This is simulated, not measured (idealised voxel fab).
Documented hereafter: the process module known as voxel wiring stack.
Square cell edge 5 nm, section width 150 nm, ID cut.
Notation: cross-section as square-cell grid; stated in bands, top first, going down; one or more cell rows per band. Each band's line starts with the height of the band's top and of its bottom, in nm. Then come its materials from left to right, each with its width in nm. One material with "edge to edge" fills the band from edge to edge. "empty" is empty space. Heights are reckoned from 0. Under this level, the received wafer is all of one material. The bottommost band is open-ended downward, for example "0 down". The width entry "30..40" should be interpreted row by row: the top row of cells in the band takes the first number, the bottom row takes the second number, and the change between adjacent rows is uniform throughout. Where the words "nothing got changed" appear for a step, the cross-section shows no cell changed by that step; every cell remained as before. Each empty space that has no open way to the top and spans at least 8 cells appears under "Closed cavity list" as width x height at distance, the distance counted from the left edge, all in nm. Where a step's line continues beyond its settings, the continuation is a remark by the simulator itself on that step. overlay nm: how far to the right of its planned place the mask lay on this masked step (negative: to the left).
[The process steps that were planned are listed below]
| 1 | RECEIVE,material Si |
| 2 | CONFORMAL_DEP,material SiO2,thk nm 15 |
| 3 | DIRECTIONAL_DEP,material TiN,thk nm 5 |
| 4 | DIRECTIONAL_DEP,material Ru,thk nm 15 |
| 5 | MASKED_ETCH,tone cover,mask id METAL_1,width nm 25,pitch nm 45,etch materials Ru,depth nm 15,overlay nm 0 |
| 6 | MASKED_ETCH,tone cover,mask id METAL_1,width nm 25,pitch nm 45,etch materials TiN,depth nm 5,overlay nm 0 |
| 7 | CONFORMAL_DEP,material SiN,thk nm 5 |
| 8 | FILL_DEP,material lowk,thk nm 5 |
| 9 | CMP,height nm 35 |
| 10 | CONFORMAL_DEP,material SiCN,thk nm 5 |
| 11 | DIRECTIONAL_DEP,material SiO2,thk nm 15 |
| 12 | MASKED_ETCH,tone open,mask id PLUG_1,width nm 15,pitch nm 90,etch materials SiO2,depth nm 15,overlay nm 0 |
| 13 | MASKED_ETCH,tone open,mask id PLUG_1,width nm 15,pitch nm 90,etch materials SiCN,depth nm 5,overlay nm 0 |
| 14 | CONFORMAL_DEP,material TiN,thk nm 5 |
| 15 | FILL_DEP,material Cu,thk nm 10 |
| 16 | CMP,height nm 55 |
| 17 | CONFORMAL_DEP,material SiCN,thk nm 5 |
| 18 | DIRECTIONAL_DEP,material lowk,thk nm 15 |
| 19 | DIRECTIONAL_DEP,material aC,thk nm 15 |
| 20 | PATTERN,tone open,mask id METAL_2,material resist,width nm 25,pitch nm 45,thk nm 30,overlay nm 0 |
| 21 | DIRECTIONAL_ETCH,etch materials aC,depth nm 15 |
| 22 | STRIP,etch materials resist |
| 23 | DIRECTIONAL_ETCH,etch materials lowk,depth nm 15 |
| 24 | DIRECTIONAL_ETCH,etch materials SiCN,depth nm 5 |
| 25 | STRIP,etch materials aC |
| 26 | CONFORMAL_DEP,material TiN,thk nm 5 |
| 27 | FILL_DEP,material Ru,thk nm 10 |
| 28 | CMP,height nm 75 |
| 29 | CONFORMAL_DEP,material SiCN,thk nm 5 |
| 30 | DIRECTIONAL_DEP,material SiO2,thk nm 35 |
| 31 | MASKED_ETCH,tone open,mask id METAL_3_HOLES,width nm 15,pitch nm 45,etch materials SiO2,depth nm 35,overlay nm 0 |
| 32 | PATTERN,tone open,mask id METAL_3,material resist,width nm 25,pitch nm 45,thk nm 15,overlay nm 0 |
| 33 | DIRECTIONAL_ETCH,etch materials SiO2,depth nm 20 |
| 34 | DIRECTIONAL_ETCH,etch materials SiCN,depth nm 5 |
| 35 | STRIP,etch materials resist |
| 36 | CONFORMAL_DEP,material TiN,thk nm 5 |
| 37 | FILL_DEP,material Cu,thk nm 5 |
| 38 | CMP,height nm 115 |
| 39 | CONFORMAL_DEP,material SiN,thk nm 5 |
[Run as planned: first of two wafers]
[Cross-section of the wafer as it came to us, i.e., already through step 1]
> 0 down | Si edge to edge
> Closed cavity list: none
[How the wafer stands in section after step 2]
> 15 to 0 | SiO2 edge to edge
> Whatever lies below 0 is exactly as it was before.
[How the wafer stands in section after step 3]
> 20 to 15 | TiN edge to edge
> Whatever lies below 15 is exactly as it was before.
[How the wafer stands in section after step 4]
> 35 to 20 | Ru edge to edge
> Whatever lies below 20 is exactly as it was before.
[How the wafer stands in section after step 5]
> 35 to 20 | empty 15 nm  Ru 25 nm  empty 20 nm  Ru 25 nm  empty 20 nm  Ru 25 nm  empty 20 nm
> Whatever lies below 20 is exactly as it was before.
[How the wafer stands in section after step 6]
> 35 to 20 | empty 15 nm  Ru 25 nm  empty 20 nm  Ru 25 nm  empty 20 nm  Ru 25 nm  empty 20 nm
> 20 to 15 | empty 15 nm  TiN 25 nm  empty 20 nm  TiN 25 nm  empty 20 nm  TiN 25 nm  empty 20 nm
> Whatever lies below 15 is exactly as it was before.
[How the wafer stands in section after step 7]
> 40 to 35 | empty 10 nm  SiN 35 nm  empty 10 nm  SiN 35 nm  empty 10 nm  SiN 35 nm  empty 15 nm
> 35 to 20 | empty 10 nm  SiN 5 nm  Ru 25 nm  SiN 5 nm  empty 10 nm  SiN 5 nm  Ru 25 nm  SiN 5 nm  empty 10 nm  SiN 5 nm  Ru 25 nm  SiN 5 nm  empty 15 nm
> 20 to 15 | SiN 15 nm  TiN 25 nm  SiN 20 nm  TiN 25 nm  SiN 20 nm  TiN 25 nm  SiN 20 nm
> Whatever lies below 15 is exactly as it was before.
[How the wafer stands in section after step 8]
> 45 to 40 | lowk edge to edge
> 40 to 35 | lowk 10 nm  SiN 35 nm  lowk 10 nm  SiN 35 nm  lowk 10 nm  SiN 35 nm  lowk 15 nm
> 35 to 20 | lowk 10 nm  SiN 5 nm  Ru 25 nm  SiN 5 nm  lowk 10 nm  SiN 5 nm  Ru 25 nm  SiN 5 nm  lowk 10 nm  SiN 5 nm  Ru 25 nm  SiN 5 nm  lowk 15 nm
> Whatever lies below 20 is exactly as it was before.
[How the wafer stands in section after step 9]
> 35 to 20 | lowk 10 nm  SiN 5 nm  Ru 25 nm  SiN 5 nm  lowk 10 nm  SiN 5 nm  Ru 25 nm  SiN 5 nm  lowk 10 nm  SiN 5 nm  Ru 25 nm  SiN 5 nm  lowk 15 nm
> Whatever lies below 20 is exactly as it was before.
[How the wafer stands in section after step 10]
> 40 to 35 | SiCN edge to edge
> Whatever lies below 35 is exactly as it was before.
[How the wafer stands in section after step 11]
> 55 to 40 | SiO2 edge to edge
> Whatever lies below 40 is exactly as it was before.
[How the wafer stands in section after step 12]
> 55 to 40 | SiO2 15 nm  empty 15 nm  SiO2 75 nm  empty 15 nm  SiO2 30 nm
> Whatever lies below 40 is exactly as it was before.
[How the wafer stands in section after step 13]
> 55 to 40 | SiO2 15 nm  empty 15 nm  SiO2 75 nm  empty 15 nm  SiO2 30 nm
> 40 to 35 | SiCN 15 nm  empty 15 nm  SiCN 75 nm  empty 15 nm  SiCN 30 nm
> Whatever lies below 35 is exactly as it was before.
[How the wafer stands in section after step 14]
> 60 to 55 | TiN 20 nm  empty 5 nm  TiN 85 nm  empty 5 nm  TiN 35 nm
> 55 to 40 | SiO2 15 nm  TiN 5 nm  empty 5 nm  TiN 5 nm  SiO2 75 nm  TiN 5 nm  empty 5 nm  TiN 5 nm  SiO2 30 nm
> 40 to 35 | SiCN 15 nm  TiN 15 nm  SiCN 75 nm  TiN 15 nm  SiCN 30 nm
> Whatever lies below 35 is exactly as it was before.
[How the wafer stands in section after step 15]
> 70 to 60 | Cu edge to edge
> 60 to 55 | TiN 20 nm  Cu 5 nm  TiN 85 nm  Cu 5 nm  TiN 35 nm
> 55 to 40 | SiO2 15 nm  TiN 5 nm  Cu 5 nm  TiN 5 nm  SiO2 75 nm  TiN 5 nm  Cu 5 nm  TiN 5 nm  SiO2 30 nm
> Whatever lies below 40 is exactly as it was before.
[How the wafer stands in section after step 16]
> 55 to 40 | SiO2 15 nm  TiN 5 nm  Cu 5 nm  TiN 5 nm  SiO2 75 nm  TiN 5 nm  Cu 5 nm  TiN 5 nm  SiO2 30 nm
> Whatever lies below 40 is exactly as it was before.
[How the wafer stands in section after step 17]
> 60 to 55 | SiCN edge to edge
> Whatever lies below 55 is exactly as it was before.
[How the wafer stands in section after step 18]
> 75 to 60 | lowk edge to edge
> Whatever lies below 60 is exactly as it was before.
[How the wafer stands in section after step 19]
> 90 to 75 | aC edge to edge
> Whatever lies below 75 is exactly as it was before.
[How the wafer stands in section after step 20]
> 120 to 90 | resist 15 nm  empty 25 nm  resist 20 nm  empty 25 nm  resist 20 nm  empty 25 nm  resist 20 nm
> Whatever lies below 90 is exactly as it was before.
[How the wafer stands in section after step 21]
> 105 to 90 | resist 15 nm  empty 25 nm  resist 20 nm  empty 25 nm  resist 20 nm  empty 25 nm  resist 20 nm
> 90 to 75 | aC 15 nm  empty 25 nm  aC 20 nm  empty 25 nm  aC 20 nm  empty 25 nm  aC 20 nm
> Whatever lies below 75 is exactly as it was before.
[How the wafer stands in section after step 22]
> 90 to 75 | aC 15 nm  empty 25 nm  aC 20 nm  empty 25 nm  aC 20 nm  empty 25 nm  aC 20 nm
> Whatever lies below 75 is exactly as it was before.
[How the wafer stands in section after step 23]
> 90 to 75 | aC 15 nm  empty 25 nm  aC 20 nm  empty 25 nm  aC 20 nm  empty 25 nm  aC 20 nm
> 75 to 60 | lowk 15 nm  empty 25 nm  lowk 20 nm  empty 25 nm  lowk 20 nm  empty 25 nm  lowk 20 nm
> Whatever lies below 60 is exactly as it was before.
[How the wafer stands in section after step 24]
> 90 to 75 | aC 15 nm  empty 25 nm  aC 20 nm  empty 25 nm  aC 20 nm  empty 25 nm  aC 20 nm
> 75 to 60 | lowk 15 nm  empty 25 nm  lowk 20 nm  empty 25 nm  lowk 20 nm  empty 25 nm  lowk 20 nm
> 60 to 55 | SiCN 15 nm  empty 25 nm  SiCN 20 nm  empty 25 nm  SiCN 20 nm  empty 25 nm  SiCN 20 nm
> Whatever lies below 55 is exactly as it was before.
[How the wafer stands in section after step 25]
> 75 to 60 | lowk 15 nm  empty 25 nm  lowk 20 nm  empty 25 nm  lowk 20 nm  empty 25 nm  lowk 20 nm
> Whatever lies below 60 is exactly as it was before.
[How the wafer stands in section after step 26]
> 80 to 75 | TiN 20 nm  empty 15 nm  TiN 30 nm  empty 15 nm  TiN 30 nm  empty 15 nm  TiN 25 nm
> 75 to 60 | lowk 15 nm  TiN 5 nm  empty 15 nm  TiN 5 nm  lowk 20 nm  TiN 5 nm  empty 15 nm  TiN 5 nm  lowk 20 nm  TiN 5 nm  empty 15 nm  TiN 5 nm  lowk 20 nm
> 60 to 55 | SiCN 15 nm  TiN 25 nm  SiCN 20 nm  TiN 25 nm  SiCN 20 nm  TiN 25 nm  SiCN 20 nm
> Whatever lies below 55 is exactly as it was before.
[How the wafer stands in section after step 27]
> 90 to 80 | Ru edge to edge
> 80 to 75 | TiN 20 nm  Ru 15 nm  TiN 30 nm  Ru 15 nm  TiN 30 nm  Ru 15 nm  TiN 25 nm
> 75 to 60 | lowk 15 nm  TiN 5 nm  Ru 15 nm  TiN 5 nm  lowk 20 nm  TiN 5 nm  Ru 15 nm  TiN 5 nm  lowk 20 nm  TiN 5 nm  Ru 15 nm  TiN 5 nm  lowk 20 nm
> Whatever lies below 60 is exactly as it was before.
[How the wafer stands in section after step 28]
> 75 to 60 | lowk 15 nm  TiN 5 nm  Ru 15 nm  TiN 5 nm  lowk 20 nm  TiN 5 nm  Ru 15 nm  TiN 5 nm  lowk 20 nm  TiN 5 nm  Ru 15 nm  TiN 5 nm  lowk 20 nm
> Whatever lies below 60 is exactly as it was before.
[How the wafer stands in section after step 29]
> 80 to 75 | SiCN edge to edge
> Whatever lies below 75 is exactly as it was before.
[How the wafer stands in section after step 30]
> 115 to 80 | SiO2 edge to edge
> Whatever lies below 80 is exactly as it was before.
[How the wafer stands in section after step 31]
> 115 to 80 | SiO2 15 nm  empty 15 nm  SiO2 30 nm  empty 15 nm  SiO2 30 nm  empty 15 nm  SiO2 30 nm
> Whatever lies below 80 is exactly as it was before.
[How the wafer stands in section after step 32]
> 130 to 115 | resist 15 nm  empty 25 nm  resist 20 nm  empty 25 nm  resist 20 nm  empty 25 nm  resist 20 nm
> Whatever lies below 115 is exactly as it was before.
[How the wafer stands in section after step 33]
> 130 to 115 | resist 15 nm  empty 25 nm  resist 20 nm  empty 25 nm  resist 20 nm  empty 25 nm  resist 20 nm
> 115 to 95 | SiO2 15 nm  empty 25 nm  SiO2 20 nm  empty 25 nm  SiO2 20 nm  empty 25 nm  SiO2 20 nm
> Whatever lies below 95 is exactly as it was before.
[How the wafer stands in section after step 34]
> 130 to 115 | resist 15 nm  empty 25 nm  resist 20 nm  empty 25 nm  resist 20 nm  empty 25 nm  resist 20 nm
> 115 to 95 | SiO2 15 nm  empty 25 nm  SiO2 20 nm  empty 25 nm  SiO2 20 nm  empty 25 nm  SiO2 20 nm
> 95 to 80 | SiO2 15 nm  empty 15 nm  SiO2 30 nm  empty 15 nm  SiO2 30 nm  empty 15 nm  SiO2 30 nm
> 80 to 75 | SiCN 15 nm  empty 15 nm  SiCN 30 nm  empty 15 nm  SiCN 30 nm  empty 15 nm  SiCN 30 nm
> Whatever lies below 75 is exactly as it was before.
[How the wafer stands in section after step 35]
> 115 to 95 | SiO2 15 nm  empty 25 nm  SiO2 20 nm  empty 25 nm  SiO2 20 nm  empty 25 nm  SiO2 20 nm
> Whatever lies below 95 is exactly as it was before.
[How the wafer stands in section after step 36]
> 120 to 115 | TiN 20 nm  empty 15 nm  TiN 30 nm  empty 15 nm  TiN 30 nm  empty 15 nm  TiN 25 nm
> 115 to 100 | SiO2 15 nm  TiN 5 nm  empty 15 nm  TiN 5 nm  SiO2 20 nm  TiN 5 nm  empty 15 nm  TiN 5 nm  SiO2 20 nm  TiN 5 nm  empty 15 nm  TiN 5 nm  SiO2 20 nm
> 100 to 95 | SiO2 15 nm  TiN 5 nm  empty 5 nm  TiN 15 nm  SiO2 20 nm  TiN 5 nm  empty 5 nm  TiN 15 nm  SiO2 20 nm  TiN 5 nm  empty 5 nm  TiN 15 nm  SiO2 20 nm
> 95 to 80 | SiO2 15 nm  TiN 5 nm  empty 5 nm  TiN 5 nm  SiO2 30 nm  TiN 5 nm  empty 5 nm  TiN 5 nm  SiO2 30 nm  TiN 5 nm  empty 5 nm  TiN 5 nm  SiO2 30 nm
> 80 to 75 | SiCN 15 nm  TiN 15 nm  SiCN 30 nm  TiN 15 nm  SiCN 30 nm  TiN 15 nm  SiCN 30 nm
> Whatever lies below 75 is exactly as it was before.
[How the wafer stands in section after step 37]
> 125 to 120 | Cu edge to edge
> 120 to 115 | TiN 20 nm  Cu 15 nm  TiN 30 nm  Cu 15 nm  TiN 30 nm  Cu 15 nm  TiN 25 nm
> 115 to 100 | SiO2 15 nm  TiN 5 nm  Cu 15 nm  TiN 5 nm  SiO2 20 nm  TiN 5 nm  Cu 15 nm  TiN 5 nm  SiO2 20 nm  TiN 5 nm  Cu 15 nm  TiN 5 nm  SiO2 20 nm
> 100 to 95 | SiO2 15 nm  TiN 5 nm  Cu 5 nm  TiN 15 nm  SiO2 20 nm  TiN 5 nm  Cu 5 nm  TiN 15 nm  SiO2 20 nm  TiN 5 nm  Cu 5 nm  TiN 15 nm  SiO2 20 nm
> 95 to 80 | SiO2 15 nm  TiN 5 nm  Cu 5 nm  TiN 5 nm  SiO2 30 nm  TiN 5 nm  Cu 5 nm  TiN 5 nm  SiO2 30 nm  TiN 5 nm  Cu 5 nm  TiN 5 nm  SiO2 30 nm
> Whatever lies below 80 is exactly as it was before.
[How the wafer stands in section after step 38]
> 115 to 100 | SiO2 15 nm  TiN 5 nm  Cu 15 nm  TiN 5 nm  SiO2 20 nm  TiN 5 nm  Cu 15 nm  TiN 5 nm  SiO2 20 nm  TiN 5 nm  Cu 15 nm  TiN 5 nm  SiO2 20 nm
> Whatever lies below 100 is exactly as it was before.
[How the wafer stands in section after step 39]
> 120 to 115 | SiN edge to edge
> Whatever lies below 115 is exactly as it was before.
[What follows concerns the second wafer, which started out like the first and was meant to follow the very same plan; one mistake crept in when it was run, but everything up to and including step 30 is the same as for the first wafer]
[Second wafer at the planned finish of step 31, seen in cross-section]
> 115 to 80 | SiO2 20 nm  empty 15 nm  SiO2 30 nm  empty 15 nm  SiO2 30 nm  empty 15 nm  SiO2 25 nm
> Whatever lies below 80 is exactly as it was before.
[Second wafer at the planned finish of step 32, seen in cross-section]
> 130 to 115 | resist 15 nm  empty 25 nm  resist 20 nm  empty 25 nm  resist 20 nm  empty 25 nm  resist 20 nm
> Whatever lies below 115 is exactly as it was before.
[Second wafer at the planned finish of step 33, seen in cross-section]
> 130 to 115 | resist 15 nm  empty 25 nm  resist 20 nm  empty 25 nm  resist 20 nm  empty 25 nm  resist 20 nm
> 115 to 95 | SiO2 15 nm  empty 25 nm  SiO2 20 nm  empty 25 nm  SiO2 20 nm  empty 25 nm  SiO2 20 nm
> Whatever lies below 95 is exactly as it was before.
[Second wafer at the planned finish of step 34, seen in cross-section]
> 130 to 115 | resist 15 nm  empty 25 nm  resist 20 nm  empty 25 nm  resist 20 nm  empty 25 nm  resist 20 nm
> 115 to 95 | SiO2 15 nm  empty 25 nm  SiO2 20 nm  empty 25 nm  SiO2 20 nm  empty 25 nm  SiO2 20 nm
> 95 to 80 | SiO2 20 nm  empty 15 nm  SiO2 30 nm  empty 15 nm  SiO2 30 nm  empty 15 nm  SiO2 25 nm
> 80 to 75 | SiCN 20 nm  empty 15 nm  SiCN 30 nm  empty 15 nm  SiCN 30 nm  empty 15 nm  SiCN 25 nm
> Whatever lies below 75 is exactly as it was before.
[Second wafer at the planned finish of step 35, seen in cross-section]
> 115 to 95 | SiO2 15 nm  empty 25 nm  SiO2 20 nm  empty 25 nm  SiO2 20 nm  empty 25 nm  SiO2 20 nm
> Whatever lies below 95 is exactly as it was before.
[Second wafer at the planned finish of step 36, seen in cross-section]
> 120 to 115 | TiN 20 nm  empty 15 nm  TiN 30 nm  empty 15 nm  TiN 30 nm  empty 15 nm  TiN 25 nm
> 115 to 100 | SiO2 15 nm  TiN 5 nm  empty 15 nm  TiN 5 nm  SiO2 20 nm  TiN 5 nm  empty 15 nm  TiN 5 nm  SiO2 20 nm  TiN 5 nm  empty 15 nm  TiN 5 nm  SiO2 20 nm
> 100 to 95 | SiO2 15 nm  TiN 10 nm  empty 5 nm  TiN 10 nm  SiO2 20 nm  TiN 10 nm  empty 5 nm  TiN 10 nm  SiO2 20 nm  TiN 10 nm  empty 5 nm  TiN 10 nm  SiO2 20 nm
> 95 to 80 | SiO2 20 nm  TiN 5 nm  empty 5 nm  TiN 5 nm  SiO2 30 nm  TiN 5 nm  empty 5 nm  TiN 5 nm  SiO2 30 nm  TiN 5 nm  empty 5 nm  TiN 5 nm  SiO2 25 nm
> 80 to 75 | SiCN 20 nm  TiN 15 nm  SiCN 30 nm  TiN 15 nm  SiCN 30 nm  TiN 15 nm  SiCN 25 nm
> Whatever lies below 75 is exactly as it was before.
[Second wafer at the planned finish of step 37, seen in cross-section]
> 125 to 120 | Cu edge to edge
> 120 to 115 | TiN 20 nm  Cu 15 nm  TiN 30 nm  Cu 15 nm  TiN 30 nm  Cu 15 nm  TiN 25 nm
> 115 to 100 | SiO2 15 nm  TiN 5 nm  Cu 15 nm  TiN 5 nm  SiO2 20 nm  TiN 5 nm  Cu 15 nm  TiN 5 nm  SiO2 20 nm  TiN 5 nm  Cu 15 nm  TiN 5 nm  SiO2 20 nm
> 100 to 95 | SiO2 15 nm  TiN 10 nm  Cu 5 nm  TiN 10 nm  SiO2 20 nm  TiN 10 nm  Cu 5 nm  TiN 10 nm  SiO2 20 nm  TiN 10 nm  Cu 5 nm  TiN 10 nm  SiO2 20 nm
> 95 to 80 | SiO2 20 nm  TiN 5 nm  Cu 5 nm  TiN 5 nm  SiO2 30 nm  TiN 5 nm  Cu 5 nm  TiN 5 nm  SiO2 30 nm  TiN 5 nm  Cu 5 nm  TiN 5 nm  SiO2 25 nm
> Whatever lies below 80 is exactly as it was before.
[Second wafer at the planned finish of step 38, seen in cross-section]
> 115 to 100 | SiO2 15 nm  TiN 5 nm  Cu 15 nm  TiN 5 nm  SiO2 20 nm  TiN 5 nm  Cu 15 nm  TiN 5 nm  SiO2 20 nm  TiN 5 nm  Cu 15 nm  TiN 5 nm  SiO2 20 nm
> Whatever lies below 100 is exactly as it was before.
[Second wafer at the planned finish of step 39, seen in cross-section]
> 120 to 115 | SiN edge to edge
> Whatever lies below 115 is exactly as it was before.
Short version of what went wrong: step 31 went in with a setting other than planned; the actual run was MASKED_ETCH,tone open,mask id METAL_3_HOLES,width nm 15,pitch nm 45,etch materials SiO2,depth nm 35,overlay nm 5
At the close, every material occupies the same number of cells on the second wafer as on the first, only in different positions.
